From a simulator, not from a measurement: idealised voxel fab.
The following is a process module called voxel wiring stack.
Pictured: cross-section cut, 255 nm wide, on a grid of 5 nm square cells.
This document writes a cross-section as a grid whose cells are square, and gives it as bands, listed from the top down; one or more rows of cells form a band.
In this notation a band is specified by the heights of its top and bottom, in that order and in nm, after which its materials appear from left to right, each paired with its width in nm. The word "throughout" attached to a single material means that material fills the band from edge to edge; the word "blank" stands for empty space.
All heights in this document are referenced to 0, defined as the level beneath which the wafer, as received, consists entirely of one material. The lowest band is not bounded below; it extends indefinitely downward and is written in the form "z 0 and below".
The expression "30..40" gives the width at the extremes of the band, the first number at its top row of cells and the second at its bottom row, with the width changing by equal amounts from each row to the next in between.
For the purposes of this document, the phrase "no alterations made" attached to a step denotes that no cell within the cross-section was modified by that step.
In "Enclosed void list" the enclosed voids are listed, meaning empty spaces of 8 cells or larger without any opening to the top. The form is width x height at distance, distance from the left edge, units nm.
Text after the settings on a step's line: the simulator's own remark on that step.
Regarding "overlay nm": on a step with a mask, it is the distance the mask lay to the right of its planned place; a negative value places it to the left.

[Here's what the planned process steps look like]
| 1 | RECEIVE [material Si] |
| 2 | CONFORMAL_DEP [material SiO2] [thk nm 10] |
| 3 | CONFORMAL_DEP [material SiCN] [thk nm 5] |
| 4 | DIRECTIONAL_DEP [material SiO2] [thk nm 20] |
| 5 | MASKED_ETCH [tone open] [mask id METAL_1] [width nm 25] [pitch nm 55] [etch materials SiO2] [depth nm 20] [overlay nm 0] |
| 6 | MASKED_ETCH [tone open] [mask id METAL_1] [width nm 25] [pitch nm 55] [etch materials SiCN] [depth nm 5] [overlay nm 0] |
| 7 | CONFORMAL_DEP [material TiN] [thk nm 5] |
| 8 | FILL_DEP [material W] [thk nm 5] |
| 9 | CMP [height nm 35] |
| 10 | EPI [material Ru] [thk nm 5] |
| 11 | FILL_DEP [material SiCN] [thk nm 5] |
| 12 | DIRECTIONAL_DEP [material lowk] [thk nm 25] |
| 13 | DIRECTIONAL_DEP [material aC] [thk nm 10] |
| 14 | PATTERN [tone open] [mask id METAL_2_HOLES] [material resist] [width nm 15] [pitch nm 55] [thk nm 30] [overlay nm 0] |
| 15 | DIRECTIONAL_ETCH [etch materials aC] [depth nm 10] |
| 16 | STRIP [etch materials resist] |
| 17 | DIRECTIONAL_ETCH [etch materials lowk] [depth nm 25] |
| 18 | STRIP [etch materials aC] |
| 19 | PATTERN [tone open] [mask id METAL_2] [material resist] [width nm 25] [pitch nm 55] [thk nm 20] [overlay nm 0] |
| 20 | DIRECTIONAL_ETCH [etch materials lowk] [depth nm 15] |
| 21 | DIRECTIONAL_ETCH [etch materials SiCN] [depth nm 5] |
| 22 | STRIP [etch materials resist] |
| 23 | CONFORMAL_DEP [material TiN] [thk nm 5] |
| 24 | FILL_DEP [material Ru] [thk nm 10] |
| 25 | CMP [height nm 70] |
| 26 | CONFORMAL_DEP [material SiCN] [thk nm 5] |
| 27 | DIRECTIONAL_DEP [material lowk] [thk nm 25] |
| 28 | DIRECTIONAL_DEP [material aC] [thk nm 15] |
| 29 | PATTERN [tone open] [mask id METAL_3] [material resist] [width nm 25] [pitch nm 55] [thk nm 30] [overlay nm 0] |
| 30 | DIRECTIONAL_ETCH [etch materials aC] [depth nm 15] |
| 31 | STRIP [etch materials resist] |
| 32 | DIRECTIONAL_ETCH [etch materials lowk] [depth nm 15] |
| 33 | STRIP [etch materials aC] |
| 34 | PATTERN [tone open] [mask id METAL_3_HOLES] [material resist] [width nm 15] [pitch nm 55] [thk nm 20] [overlay nm 0] |
| 35 | DIRECTIONAL_ETCH [etch materials lowk] [depth nm 10] |
| 36 | DIRECTIONAL_ETCH [etch materials SiCN] [depth nm 5] |
| 37 | STRIP [etch materials resist] |
| 38 | CONFORMAL_DEP [material TiN] [thk nm 5] |
| 39 | FILL_DEP [material Cu] [thk nm 10] |
| 40 | CMP [height nm 100] |
| 41 | CONFORMAL_DEP [material SiN] [thk nm 5] |

[Concerning the first of two wafers, which was run in accordance with the plan]

[Shown in cross-section is the wafer as received, that is, as it stands after step 1]
    z 0 and below: Si throughout
    Enclosed void list: none

[Cross-sectional representation of the wafer at the conclusion of step 2]
    z 10 to 0: SiO2 throughout
    below 0: unchanged

[Cross-sectional representation of the wafer at the conclusion of step 3]
    z 15 to 10: SiCN throughout
    below 10: unchanged

[Cross-sectional representation of the wafer at the conclusion of step 4]
    z 35 to 15: SiO2 throughout
    below 15: unchanged

[Cross-sectional representation of the wafer at the conclusion of step 5]
    z 35 to 15: SiO2 (60), then blank (25), then SiO2 (30), then blank (25), then SiO2 (30), then blank (25), then SiO2 (60)
    below 15: unchanged

[Cross-sectional representation of the wafer at the conclusion of step 6]
    z 35 to 15: SiO2 (60), then blank (25), then SiO2 (30), then blank (25), then SiO2 (30), then blank (25), then SiO2 (60)
    z 15 to 10: SiCN (60), then blank (25), then SiCN (30), then blank (25), then SiCN (30), then blank (25), then SiCN (60)
    below 10: unchanged

[Cross-sectional representation of the wafer at the conclusion of step 7]
    z 40 to 35: TiN (65), then blank (15), then TiN (40), then blank (15), then TiN (40), then blank (15), then TiN (65)
    z 35 to 15: SiO2 (60), then TiN (5), then blank (15), then TiN (5), then SiO2 (30), then TiN (5), then blank (15), then TiN (5), then SiO2 (30), then TiN (5), then blank (15), then TiN (5), then SiO2 (60)
    z 15 to 10: SiCN (60), then TiN (25), then SiCN (30), then TiN (25), then SiCN (30), then TiN (25), then SiCN (60)
    below 10: unchanged

[Cross-sectional representation of the wafer at the conclusion of step 8]
    z 45 to 40: W throughout
    z 40 to 35: TiN (65), then W (15), then TiN (40), then W (15), then TiN (40), then W (15), then TiN (65)
    z 35 to 15: SiO2 (60), then TiN (5), then W (15), then TiN (5), then SiO2 (30), then TiN (5), then W (15), then TiN (5), then SiO2 (30), then TiN (5), then W (15), then TiN (5), then SiO2 (60)
    below 15: unchanged

[Cross-sectional representation of the wafer at the conclusion of step 9]
    z 35 to 15: SiO2 (60), then TiN (5), then W (15), then TiN (5), then SiO2 (30), then TiN (5), then W (15), then TiN (5), then SiO2 (30), then TiN (5), then W (15), then TiN (5), then SiO2 (60)
    below 15: unchanged

[Cross-sectional representation of the wafer at the conclusion of step 10]
    z 40 to 35: blank (55), then Ru (35), then blank (20), then Ru (35), then blank (20), then Ru (35), then blank (55)
    below 35: unchanged

[Cross-sectional representation of the wafer at the conclusion of step 11]
    z 45 to 40: SiCN throughout
    z 40 to 35: SiCN (55), then Ru (35), then SiCN (20), then Ru (35), then SiCN (20), then Ru (35), then SiCN (55)
    below 35: unchanged

[Cross-sectional representation of the wafer at the conclusion of step 12]
    z 70 to 45: lowk throughout
    below 45: unchanged

[Cross-sectional representation of the wafer at the conclusion of step 13]
    z 80 to 70: aC throughout
    below 70: unchanged

[Cross-sectional representation of the wafer at the conclusion of step 14]
    z 110 to 80: resist (60), then blank (15), then resist (40), then blank (15), then resist (40), then blank (15), then resist (70)
    below 80: unchanged

[Cross-sectional representation of the wafer at the conclusion of step 15]
    z 100 to 80: resist (60), then blank (15), then resist (40), then blank (15), then resist (40), then blank (15), then resist (70)
    z 80 to 70: aC (60), then blank (15), then aC (40), then blank (15), then aC (40), then blank (15), then aC (70)
    below 70: unchanged

[Cross-sectional representation of the wafer at the conclusion of step 16]
    z 80 to 70: aC (60), then blank (15), then aC (40), then blank (15), then aC (40), then blank (15), then aC (70)
    below 70: unchanged

[Cross-sectional representation of the wafer at the conclusion of step 17]
    z 80 to 70: aC (60), then blank (15), then aC (40), then blank (15), then aC (40), then blank (15), then aC (70)
    z 70 to 45: lowk (60), then blank (15), then lowk (40), then blank (15), then lowk (40), then blank (15), then lowk (70)
    below 45: unchanged

[Cross-sectional representation of the wafer at the conclusion of step 18]
    z 70 to 45: lowk (60), then blank (15), then lowk (40), then blank (15), then lowk (40), then blank (15), then lowk (70)
    below 45: unchanged

[Cross-sectional representation of the wafer at the conclusion of step 19]
    z 90 to 70: resist (60), then blank (25), then resist (30), then blank (25), then resist (30), then blank (25), then resist (60)
    below 70: unchanged

[Cross-sectional representation of the wafer at the conclusion of step 20]
    z 90 to 70: resist (60), then blank (25), then resist (30), then blank (25), then resist (30), then blank (25), then resist (60)
    z 70 to 55: lowk (60), then blank (25), then lowk (30), then blank (25), then lowk (30), then blank (25), then lowk (60)
    below 55: unchanged

[Cross-sectional representation of the wafer at the conclusion of step 21]
    z 90 to 70: resist (60), then blank (25), then resist (30), then blank (25), then resist (30), then blank (25), then resist (60)
    z 70 to 55: lowk (60), then blank (25), then lowk (30), then blank (25), then lowk (30), then blank (25), then lowk (60)
    z 55 to 45: lowk (60), then blank (15), then lowk (40), then blank (15), then lowk (40), then blank (15), then lowk (70)
    z 45 to 40: SiCN (60), then blank (15), then SiCN (40), then blank (15), then SiCN (40), then blank (15), then SiCN (70)
    below 40: unchanged

[Cross-sectional representation of the wafer at the conclusion of step 22]
    z 70 to 55: lowk (60), then blank (25), then lowk (30), then blank (25), then lowk (30), then blank (25), then lowk (60)
    below 55: unchanged

[Cross-sectional representation of the wafer at the conclusion of step 23]
    z 75 to 70: TiN (65), then blank (15), then TiN (40), then blank (15), then TiN (40), then blank (15), then TiN (65)
    z 70 to 60: lowk (60), then TiN (5), then blank (15), then TiN (5), then lowk (30), then TiN (5), then blank (15), then TiN (5), then lowk (30), then TiN (5), then blank (15), then TiN (5), then lowk (60)
    z 60 to 55: lowk (60), then TiN (5), then blank (5), then TiN (15), then lowk (30), then TiN (5), then blank (5), then TiN (15), then lowk (30), then TiN (5), then blank (5), then TiN (15), then lowk (60)
    z 55 to 45: lowk (60), then TiN (5), then blank (5), then TiN (5), then lowk (40), then TiN (5), then blank (5), then TiN (5), then lowk (40), then TiN (5), then blank (5), then TiN (5), then lowk (70)
    z 45 to 40: SiCN (60), then TiN (15), then SiCN (40), then TiN (15), then SiCN (40), then TiN (15), then SiCN (70)
    below 40: unchanged

[Cross-sectional representation of the wafer at the conclusion of step 24]
    z 85 to 75: Ru throughout
    z 75 to 70: TiN (65), then Ru (15), then TiN (40), then Ru (15), then TiN (40), then Ru (15), then TiN (65)
    z 70 to 60: lowk (60), then TiN (5), then Ru (15), then TiN (5), then lowk (30), then TiN (5), then Ru (15), then TiN (5), then lowk (30), then TiN (5), then Ru (15), then TiN (5), then lowk (60)
    z 60 to 55: lowk (60), then TiN (5), then Ru (5), then TiN (15), then lowk (30), then TiN (5), then Ru (5), then TiN (15), then lowk (30), then TiN (5), then Ru (5), then TiN (15), then lowk (60)
    z 55 to 45: lowk (60), then TiN (5), then Ru (5), then TiN (5), then lowk (40), then TiN (5), then Ru (5), then TiN (5), then lowk (40), then TiN (5), then Ru (5), then TiN (5), then lowk (70)
    below 45: unchanged

[Cross-sectional representation of the wafer at the conclusion of step 25]
    z 70 to 60: lowk (60), then TiN (5), then Ru (15), then TiN (5), then lowk (30), then TiN (5), then Ru (15), then TiN (5), then lowk (30), then TiN (5), then Ru (15), then TiN (5), then lowk (60)
    below 60: unchanged

[Cross-sectional representation of the wafer at the conclusion of step 26]
    z 75 to 70: SiCN throughout
    below 70: unchanged

[Cross-sectional representation of the wafer at the conclusion of step 27]
    z 100 to 75: lowk throughout
    below 75: unchanged

[Cross-sectional representation of the wafer at the conclusion of step 28]
    z 115 to 100: aC throughout
    below 100: unchanged

[Cross-sectional representation of the wafer at the conclusion of step 29]
    z 145 to 115: resist (60), then blank (25), then resist (30), then blank (25), then resist (30), then blank (25), then resist (60)
    below 115: unchanged

[Cross-sectional representation of the wafer at the conclusion of step 30]
    z 130 to 115: resist (60), then blank (25), then resist (30), then blank (25), then resist (30), then blank (25), then resist (60)
    z 115 to 100: aC (60), then blank (25), then aC (30), then blank (25), then aC (30), then blank (25), then aC (60)
    below 100: unchanged

[Cross-sectional representation of the wafer at the conclusion of step 31]
    z 115 to 100: aC (60), then blank (25), then aC (30), then blank (25), then aC (30), then blank (25), then aC (60)
    below 100: unchanged

[Cross-sectional representation of the wafer at the conclusion of step 32]
    z 115 to 100: aC (60), then blank (25), then aC (30), then blank (25), then aC (30), then blank (25), then aC (60)
    z 100 to 85: lowk (60), then blank (25), then lowk (30), then blank (25), then lowk (30), then blank (25), then lowk (60)
    below 85: unchanged

[Cross-sectional representation of the wafer at the conclusion of step 33]
    z 100 to 85: lowk (60), then blank (25), then lowk (30), then blank (25), then lowk (30), then blank (25), then lowk (60)
    below 85: unchanged

[Cross-sectional representation of the wafer at the conclusion of step 34]
    z 120 to 100: resist (60), then blank (15), then resist (40), then blank (15), then resist (40), then blank (15), then resist (70)
    z 100 to 85: lowk (60), then blank (15), then resist (10), then lowk (30), then blank (15), then resist (10), then lowk (30), then blank (15), then resist (10), then lowk (60)
    below 85: unchanged

[Cross-sectional representation of the wafer at the conclusion of step 35]
    z 120 to 100: resist (60), then blank (15), then resist (40), then blank (15), then resist (40), then blank (15), then resist (70)
    z 100 to 85: lowk (60), then blank (15), then resist (10), then lowk (30), then blank (15), then resist (10), then lowk (30), then blank (15), then resist (10), then lowk (60)
    z 85 to 75: lowk (60), then blank (15), then lowk (40), then blank (15), then lowk (40), then blank (15), then lowk (70)
    below 75: unchanged

[Cross-sectional representation of the wafer at the conclusion of step 36]
    z 120 to 100: resist (60), then blank (15), then resist (40), then blank (15), then resist (40), then blank (15), then resist (70)
    z 100 to 85: lowk (60), then blank (15), then resist (10), then lowk (30), then blank (15), then resist (10), then lowk (30), then blank (15), then resist (10), then lowk (60)
    z 85 to 75: lowk (60), then blank (15), then lowk (40), then blank (15), then lowk (40), then blank (15), then lowk (70)
    z 75 to 70: SiCN (60), then blank (15), then SiCN (40), then blank (15), then SiCN (40), then blank (15), then SiCN (70)
    below 70: unchanged

[Cross-sectional representation of the wafer at the conclusion of step 37]
    z 100 to 85: lowk (60), then blank (25), then lowk (30), then blank (25), then lowk (30), then blank (25), then lowk (60)
    below 85: unchanged

[Cross-sectional representation of the wafer at the conclusion of step 38]
    z 105 to 100: TiN (65), then blank (15), then TiN (40), then blank (15), then TiN (40), then blank (15), then TiN (65)
    z 100 to 90: lowk (60), then TiN (5), then blank (15), then TiN (5), then lowk (30), then TiN (5), then blank (15), then TiN (5), then lowk (30), then TiN (5), then blank (15), then TiN (5), then lowk (60)
    z 90 to 85: lowk (60), then TiN (5), then blank (5), then TiN (15), then lowk (30), then TiN (5), then blank (5), then TiN (15), then lowk (30), then TiN (5), then blank (5), then TiN (15), then lowk (60)
    z 85 to 75: lowk (60), then TiN (5), then blank (5), then TiN (5), then lowk (40), then TiN (5), then blank (5), then TiN (5), then lowk (40), then TiN (5), then blank (5), then TiN (5), then lowk (70)
    z 75 to 70: SiCN (60), then TiN (15), then SiCN (40), then TiN (15), then SiCN (40), then TiN (15), then SiCN (70)
    below 70: unchanged

[Cross-sectional representation of the wafer at the conclusion of step 39]
    z 115 to 105: Cu throughout
    z 105 to 100: TiN (65), then Cu (15), then TiN (40), then Cu (15), then TiN (40), then Cu (15), then TiN (65)
    z 100 to 90: lowk (60), then TiN (5), then Cu (15), then TiN (5), then lowk (30), then TiN (5), then Cu (15), then TiN (5), then lowk (30), then TiN (5), then Cu (15), then TiN (5), then lowk (60)
    z 90 to 85: lowk (60), then TiN (5), then Cu (5), then TiN (15), then lowk (30), then TiN (5), then Cu (5), then TiN (15), then lowk (30), then TiN (5), then Cu (5), then TiN (15), then lowk (60)
    z 85 to 75: lowk (60), then TiN (5), then Cu (5), then TiN (5), then lowk (40), then TiN (5), then Cu (5), then TiN (5), then lowk (40), then TiN (5), then Cu (5), then TiN (5), then lowk (70)
    below 75: unchanged

[Cross-sectional representation of the wafer at the conclusion of step 40]
    z 100 to 90: lowk (60), then TiN (5), then Cu (15), then TiN (5), then lowk (30), then TiN (5), then Cu (15), then TiN (5), then lowk (30), then TiN (5), then Cu (15), then TiN (5), then lowk (60)
    below 90: unchanged

[Cross-sectional representation of the wafer at the conclusion of step 41]
    z 105 to 100: SiN throughout
    below 100: unchanged

[The Second Wafer: Common Origin and Plan, One Mistake in Execution, Identical to the First Through Step 28]

[Cross-section, second wafer, at the end time the plan gives for step 29]
    z 145 to 115: resist (55), then blank (35), then resist (20), then blank (35), then resist (20), then blank (35), then resist (55)
    below 115: unchanged

[Cross-section, second wafer, at the end time the plan gives for step 30]
    z 130 to 115: resist (55), then blank (35), then resist (20), then blank (35), then resist (20), then blank (35), then resist (55)
    z 115 to 100: aC (55), then blank (35), then aC (20), then blank (35), then aC (20), then blank (35), then aC (55)
    below 100: unchanged

[Cross-section, second wafer, at the end time the plan gives for step 31]
    z 115 to 100: aC (55), then blank (35), then aC (20), then blank (35), then aC (20), then blank (35), then aC (55)
    below 100: unchanged

[Cross-section, second wafer, at the end time the plan gives for step 32]
    z 115 to 100: aC (55), then blank (35), then aC (20), then blank (35), then aC (20), then blank (35), then aC (55)
    z 100 to 85: lowk (55), then blank (35), then lowk (20), then blank (35), then lowk (20), then blank (35), then lowk (55)
    below 85: unchanged

[Cross-section, second wafer, at the end time the plan gives for step 33]
    z 100 to 85: lowk (55), then blank (35), then lowk (20), then blank (35), then lowk (20), then blank (35), then lowk (55)
    below 85: unchanged

[Cross-section, second wafer, at the end time the plan gives for step 34]
    z 120 to 100: resist (60), then blank (15), then resist (40), then blank (15), then resist (40), then blank (15), then resist (70)
    z 100 to 85: lowk (55), then resist (5), then blank (15), then resist (15), then lowk (20), then resist (5), then blank (15), then resist (15), then lowk (20), then resist (5), then blank (15), then resist (15), then lowk (55)
    below 85: unchanged

[Cross-section, second wafer, at the end time the plan gives for step 35]
    z 120 to 100: resist (60), then blank (15), then resist (40), then blank (15), then resist (40), then blank (15), then resist (70)
    z 100 to 85: lowk (55), then resist (5), then blank (15), then resist (15), then lowk (20), then resist (5), then blank (15), then resist (15), then lowk (20), then resist (5), then blank (15), then resist (15), then lowk (55)
    z 85 to 75: lowk (60), then blank (15), then lowk (40), then blank (15), then lowk (40), then blank (15), then lowk (70)
    below 75: unchanged

[Cross-section, second wafer, at the end time the plan gives for step 36]
    z 120 to 100: resist (60), then blank (15), then resist (40), then blank (15), then resist (40), then blank (15), then resist (70)
    z 100 to 85: lowk (55), then resist (5), then blank (15), then resist (15), then lowk (20), then resist (5), then blank (15), then resist (15), then lowk (20), then resist (5), then blank (15), then resist (15), then lowk (55)
    z 85 to 75: lowk (60), then blank (15), then lowk (40), then blank (15), then lowk (40), then blank (15), then lowk (70)
    z 75 to 70: SiCN (60), then blank (15), then SiCN (40), then blank (15), then SiCN (40), then blank (15), then SiCN (70)
    below 70: unchanged

[Cross-section, second wafer, at the end time the plan gives for step 37]
    z 100 to 85: lowk (55), then blank (35), then lowk (20), then blank (35), then lowk (20), then blank (35), then lowk (55)
    below 85: unchanged

[Cross-section, second wafer, at the end time the plan gives for step 38]
    z 105 to 100: TiN (60), then blank (25), then TiN (30), then blank (25), then TiN (30), then blank (25), then TiN (60)
    z 100 to 90: lowk (55), then TiN (5), then blank (25), then TiN (5), then lowk (20), then TiN (5), then blank (25), then TiN (5), then lowk (20), then TiN (5), then blank (25), then TiN (5), then lowk (55)
    z 90 to 85: lowk (55), then TiN (10), then blank (5), then TiN (20), then lowk (20), then TiN (10), then blank (5), then TiN (20), then lowk (20), then TiN (10), then blank (5), then TiN (20), then lowk (55)
    z 85 to 75: lowk (60), then TiN (5), then blank (5), then TiN (5), then lowk (40), then TiN (5), then blank (5), then TiN (5), then lowk (40), then TiN (5), then blank (5), then TiN (5), then lowk (70)
    z 75 to 70: SiCN (60), then TiN (15), then SiCN (40), then TiN (15), then SiCN (40), then TiN (15), then SiCN (70)
    below 70: unchanged

[Cross-section, second wafer, at the end time the plan gives for step 39]
    z 115 to 105: Cu throughout
    z 105 to 100: TiN (60), then Cu (25), then TiN (30), then Cu (25), then TiN (30), then Cu (25), then TiN (60)
    z 100 to 90: lowk (55), then TiN (5), then Cu (25), then TiN (5), then lowk (20), then TiN (5), then Cu (25), then TiN (5), then lowk (20), then TiN (5), then Cu (25), then TiN (5), then lowk (55)
    z 90 to 85: lowk (55), then TiN (10), then Cu (5), then TiN (20), then lowk (20), then TiN (10), then Cu (5), then TiN (20), then lowk (20), then TiN (10), then Cu (5), then TiN (20), then lowk (55)
    z 85 to 75: lowk (60), then TiN (5), then Cu (5), then TiN (5), then lowk (40), then TiN (5), then Cu (5), then TiN (5), then lowk (40), then TiN (5), then Cu (5), then TiN (5), then lowk (70)
    below 75: unchanged

[Cross-section, second wafer, at the end time the plan gives for step 40]
    z 100 to 90: lowk (55), then TiN (5), then Cu (25), then TiN (5), then lowk (20), then TiN (5), then Cu (25), then TiN (5), then lowk (20), then TiN (5), then Cu (25), then TiN (5), then lowk (55)
    below 90: unchanged

[Cross-section, second wafer, at the end time the plan gives for step 41]
    z 105 to 100: SiN throughout
    below 100: unchanged
Which mistake was made when the wafer was run? the process deviated at step 29: the operation and settings actually run there were PATTERN [tone open] [mask id METAL_3] [material resist] [width nm 35] [pitch nm 55] [thk nm 30] [overlay nm 0]
FYI, end of process, the second wafer has more or fewer cells of some materials than the first: +12 Cu; +6 TiN; -18 lowk
